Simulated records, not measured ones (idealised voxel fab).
process module | voxel ribs on slabs
cross-section cut | 290 nm wide | cells 5 nm
A cross-section is a grid of square cells, given in bands from the top down. A band is one or more rows of cells.
Each band's line starts with the height of the band's top and of its bottom, in nm. Then come its materials from left to right, each with its width in nm. One material with "throughout" fills the band from edge to edge. "air" is empty space.
Height 0 is the level under which the wafer as received is all one material. The lowest band goes on downwards, as in "0 down".
A width such as "30 to 40" changes by the same amount from each row of cells to the next, from the band's top row to its bottom row.
"no change" after a step means that no cell of the cross-section changed.
closed voids: empty space of 8 cells or more with no open way to the top, each as width x height at its distance from the left edge, in nm
after a step's settings: what the simulator itself notes on the step
overlay nm, on a step with a mask: how far to the right of its planned place the mask lay; to the left if negative
plan
1 op RECEIVE | material Si
2 op DIRECTIONAL_DEP | material SiO2 | thk nm 30
3 op DIRECTIONAL_DEP | material SiN | thk nm 25
4 op MASKED_ETCH | tone cover | mask id RIB | width nm 20 | etch materials SiN | depth nm 10 | overlay nm 0
5 op MASKED_ETCH | tone cover | mask id SLAB | width nm 80 | etch materials SiN | depth nm 15 | overlay nm 0
6 op FILL_DEP | material SiO2 | thk nm 20
7 op CMP | height nm 70
8 op DIRECTIONAL_DEP | material W | thk nm 5
9 op MASKED_ETCH | tone cover | mask id HEATER | width nm 30 | etch materials W | depth nm 5 | overlay nm 0
10 op CONFORMAL_DEP | material SiO2 | thk nm 5
as received, after step 1
  0 down: Si throughout
  closed voids: none
a wafer at the end: this start, this plan, one mistake
  80 to 75: air 125 | SiO2 40 | air 125
  75 to 70: SiO2 130 | W 30 | SiO2 130
  70 to 0: SiO2 throughout
  0 down: Si throughout
  closed voids: none
what went wrong: step 3 ran as: op DIRECTIONAL_DEP | material SiO2 | thk nm 25
